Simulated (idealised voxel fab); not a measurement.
Process module in this document: voxel wiring stack
Shown is cross-section cut, with a width of 285 nm and square cells of size 5 nm.
Cross-section = grid of square cells, listed top down in bands; band = one or more rows. Band: top height; bottom height; in nm. Then, left to right: material with width in nm, for each material. "everywhere": a single material spanning edge to edge. "empty": empty space. Heights are measured from 0, the level below which the as-received wafer is all one material; the lowest band has no bottom and continues downward, written as in "0 down". Read "30 to 40" as a graded width: first number on top, second number at the bottom, same change between each pair of neighbouring rows. You'll sometimes find "nothing different" written for a step, and that's the way of saying that nowhere in the cross-section did a cell change during that step. Any empty space of 8 cells or more lacking an open way to the top shows up in "Listed closed voids" as width x height at distance, distance from the left edge, in nm. On a step's line, text after the settings is the simulator commenting on that step. A step's line can hold "overlay nm"; with a mask on that step, the setting says how far right of the planned place the mask lay, while a negative setting says it lay to the left.

### Planned process steps
1: RECEIVE | material Si
2: CONFORMAL_DEP | material SiO2 | thk nm 15
3: DIRECTIONAL_DEP | material TiN | thk nm 5
4: DIRECTIONAL_DEP | material Ru | thk nm 15
5: MASKED_ETCH | tone cover | mask id METAL_1 | width nm 20 | pitch nm 40 | etch materials Ru | depth nm 15 | overlay nm 0
6: MASKED_ETCH | tone cover | mask id METAL_1 | width nm 20 | pitch nm 40 | etch materials TiN | depth nm 5 | overlay nm 0
7: CONFORMAL_DEP | material SiN | thk nm 5
8: FILL_DEP | material SiO2 | thk nm 5
9: CMP | height nm 35
10: CONFORMAL_DEP | material SiCN | thk nm 5
11: DIRECTIONAL_DEP | material SiO2 | thk nm 30
12: MASKED_ETCH | tone open | mask id METAL_2 | width nm 20 | pitch nm 40 | etch materials SiO2 | depth nm 20 | overlay nm 0
13: MASKED_ETCH | tone open | mask id METAL_2_HOLES | width nm 15 | pitch nm 40 | etch materials SiO2 | depth nm 10 | overlay nm 0
14: MASKED_ETCH | tone open | mask id METAL_2_HOLES | width nm 15 | pitch nm 40 | etch materials SiCN | depth nm 5 | overlay nm 0
15: CONFORMAL_DEP | material TiN | thk nm 5
16: FILL_DEP | material Ru | thk nm 10
17: CMP | height nm 70
18: CONFORMAL_DEP | material SiCN | thk nm 5

### The cross-section here shows the wafer as received, i.e. in its state after step 1
> 0 down | Si everywhere
> Listed closed voids: none

### Starting wafer: above. Plan: above. Run: one mistake. Cross-section after the module: below
> 75 to 70 | SiCN everywhere
> 70 to 55 | SiO2: 70, then TiN: 5, then Ru: 10, then TiN: 5, then SiO2: 20, then TiN: 5, then Ru: 10, then TiN: 5, then SiO2: 20, then TiN: 5, then Ru: 10, then TiN: 5, then SiO2: 20, then TiN: 5, then Ru: 10, then TiN: 5, then SiO2: 75
> 55 to 50 | SiO2: 70, then TiN: 5, then Ru: 5, then TiN: 10, then SiO2: 20, then TiN: 5, then Ru: 5, then TiN: 10, then SiO2: 20, then TiN: 5, then Ru: 5, then TiN: 10, then SiO2: 20, then TiN: 5, then Ru: 5, then TiN: 10, then SiO2: 75
> 50 to 40 | SiO2: 70, then TiN: 5, then Ru: 5, then TiN: 5, then SiO2: 25, then TiN: 5, then Ru: 5, then TiN: 5, then SiO2: 25, then TiN: 5, then Ru: 5, then TiN: 5, then SiO2: 25, then TiN: 5, then Ru: 5, then TiN: 5, then SiO2: 80
> 40 to 35 | SiCN: 70, then TiN: 15, then SiCN: 25, then TiN: 15, then SiCN: 25, then TiN: 15, then SiCN: 25, then TiN: 15, then SiCN: 80
> 35 to 25 | Ru: 70, then SiN: 5, then SiO2: 10, then SiN: 5, then Ru: 20, then SiN: 5, then SiO2: 10, then SiN: 5, then Ru: 20, then SiN: 5, then SiO2: 10, then SiN: 5, then Ru: 20, then SiN: 5, then SiO2: 10, then SiN: 5, then Ru: 75
> 25 to 20 | Ru: 70, then SiN: 20, then Ru: 20, then SiN: 20, then Ru: 20, then SiN: 20, then Ru: 20, then SiN: 20, then Ru: 75
> 20 to 15 | TiN everywhere
> 15 to 0 | SiO2 everywhere
> 0 down | Si everywhere
> Listed closed voids: none
In executing the process, a mistake was made relative to the plan: in deviation from the planned setting, step 5 was conducted as MASKED_ETCH | tone open | mask id METAL_1 | width nm 20 | pitch nm 40 | etch materials Ru | depth nm 15 | overlay nm 0
